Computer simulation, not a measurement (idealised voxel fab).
The document below concerns the process module designated voxel transistor to metal.
FYI the section here is cut, 295 nm wide, cells are 5 nm squares.
Notation: cross-section as square-cell grid; stated in bands, top first, going down; one or more cell rows per band.
In this notation a band is specified by the heights of its top and bottom, in that order and in nm, after which its materials appear from left to right, each paired with its width in nm. The word "full width" attached to a single material means that material fills the band from edge to edge; the word "blank" stands for empty space.
We count height from 0. Below that, the starting wafer is all one material. The lowest band never ends at the bottom but goes on down; see "top 0, no bottom" for how that is written.
Width spec "30->40" -> top row of cells at first value, bottom row at second value, equal per-row change in between.
Any step labelled "nothing got changed" changed none of the cells in the cross-section.
"Sealed cavities" lists enclosed empty spaces (at least 8 cells, no open path upward to the top), each as width x height at distance from the left edge, in nm.
What comes after the settings on a step's line is commentary from the simulator itself on that step.
overlay nm: mask offset rightward from planned place, masked step; negative means leftward offset.

THE STEPS PLANNED FOR THE PROCESS ARE AS FOLLOWS
1,RECEIVE with material Si
2,CONFORMAL_DEP with material SiO2, thk nm 5
3,CONFORMAL_DEP with material SiN, thk nm 10
4,PATTERN with tone cover, mask id ACTIVE, material resist, width nm 110, pitch nm 140, thk nm 20, overlay nm 0
5,DIRECTIONAL_ETCH with etch materials SiN, depth nm 10
6,DIRECTIONAL_ETCH with etch materials SiO2, depth nm 5
7,DIRECTIONAL_ETCH with etch materials Si, depth nm 35
8,STRIP with etch materials resist
9,FILL_DEP with material SiO2, thk nm 10
10,CMP with height nm 15
11,SELECTIVE_ETCH with etch materials SiO2, depth nm 5
12,STRIP with etch materials SiN
13,SELECTIVE_ETCH with etch materials SiO2, depth nm 5
14,OXIDIZE with depth nm 5
15,DIRECTIONAL_DEP with material polySi, thk nm 25
16,DIRECTIONAL_DEP with material SiCN, thk nm 15
17,PATTERN with tone cover, mask id GATE, material resist, width nm 30, pitch nm 140, thk nm 20, overlay nm 0
18,DIRECTIONAL_ETCH with etch materials SiCN, depth nm 25
19,DIRECTIONAL_ETCH with etch materials polySi, depth nm 35
20,STRIP with etch materials resist
21,CONFORMAL_DEP with material SiO2, thk nm 5
22,DIRECTIONAL_ETCH with etch materials SiO2, depth nm 5
23,CONFORMAL_DEP with material SiN, thk nm 10
24,DIRECTIONAL_ETCH with etch materials SiN, depth nm 10
25,DIRECTIONAL_ETCH with etch materials SiO2, depth nm 5
26,DIRECTIONAL_ETCH with etch materials Si, depth nm 10
27,EPI with material nSi, thk nm 10
28,FILL_DEP with material SiO2, thk nm 10
29,CMP with height nm 25
30,STRIP with etch materials polySi
31,SELECTIVE_ETCH with etch materials SiO2, depth nm 5
32,CONFORMAL_DEP with material HfO2, thk nm 5
33,CONFORMAL_DEP with material TiN, thk nm 5
34,FILL_DEP with material W, thk nm 10
35,CMP with height nm 20
36,DIRECTIONAL_DEP with material SiO2, thk nm 15
37,PATTERN with tone open, mask id CONTACT, material resist, width nm 15, thk nm 15, overlay nm 0
38,DIRECTIONAL_ETCH with etch materials SiO2, depth nm 30
39,STRIP with etch materials resist
40,CONFORMAL_DEP with material TiN, thk nm 5
41,FILL_DEP with material W, thk nm 5
42,CMP with height nm 35
43,DIRECTIONAL_DEP with material TiN, thk nm 5
44,DIRECTIONAL_DEP with material W, thk nm 20
45,DIRECTIONAL_DEP with material aC, thk nm 10
46,PATTERN with tone cover, mask id METAL_1, material resist, width nm 15, thk nm 25, overlay nm -10
47,DIRECTIONAL_ETCH with etch materials aC, depth nm 10
48,STRIP with etch materials resist
49,DIRECTIONAL_ETCH with etch materials W, depth nm 20
50,DIRECTIONAL_ETCH with etch materials TiN, depth nm 5
51,STRIP with etch materials aC
52,FILL_DEP with material lowk, thk nm 10
53,CMP with height nm 60
54,CONFORMAL_DEP with material SiCN, thk nm 5
55,DIRECTIONAL_DEP with material lowk, thk nm 35
56,MASKED_ETCH with tone open, mask id METAL_2, width nm 15, pitch nm 140, etch materials lowk, depth nm 20, overlay nm 0
57,PATTERN with tone open, mask id METAL_2_HOLES, material resist, width nm 15, pitch nm 140, thk nm 20, overlay nm 0
58,DIRECTIONAL_ETCH with etch materials lowk, depth nm 15
59,DIRECTIONAL_ETCH with etch materials SiCN, depth nm 5
60,STRIP with etch materials resist
61,CONFORMAL_DEP with material TiN, thk nm 5
62,FILL_DEP with material Ru, thk nm 5
63,CMP with height nm 100
64,CONFORMAL_DEP with material SiCN, thk nm 5
The value of overlay nm given for step 46 in the plan refers to the first wafer; the wafers vary in this setting and are alike at the start.

SO THIS IS THE FIRST OF SEVERAL WAFERS, CROSS-SECTIONED AS IT CAME TO US, MEANING IT'S AT THE END OF STEP 1
	top 0, no bottom  Si full width
	Sealed cavities: none

WAFER ROWS, END OF MODULE: CELLS PER MATERIAL GAINED (+) OR LOST (-) SINCE RECEIPT; CLOSED VOIDS LAST
overlay nm -10, +32 HfO2, +14 Ru, -173 Si, +112 SiCN, +40 SiN, +346 SiO2, +122 TiN, +92 W, +606 lowk, +48 nSi, Sealed cavities: none
overlay nm -5, +32 HfO2, +14 Ru, -173 Si, +112 SiCN, +40 SiN, +346 SiO2, +122 TiN, +92 W, +606 lowk, +48 nSi, Sealed cavities: none
overlay nm 0, +32 HfO2, +14 Ru, -173 Si, +112 SiCN, +40 SiN, +346 SiO2, +122 TiN, +92 W, +606 lowk, +48 nSi, Sealed cavities: none
overlay nm 5, +32 HfO2, +14 Ru, -173 Si, +112 SiCN, +40 SiN, +346 SiO2, +122 TiN, +92 W, +606 lowk, +48 nSi, Sealed cavities: none
overlay nm 10, +32 HfO2, +14 Ru, -173 Si, +112 SiCN, +40 SiN, +346 SiO2, +122 TiN, +92 W, +606 lowk, +48 nSi, Sealed cavities: none
overlay nm 15, +32 HfO2, +14 Ru, -173 Si, +112 SiCN, +40 SiN, +346 SiO2, +122 TiN, +92 W, +606 lowk, +48 nSi, Sealed cavities: none
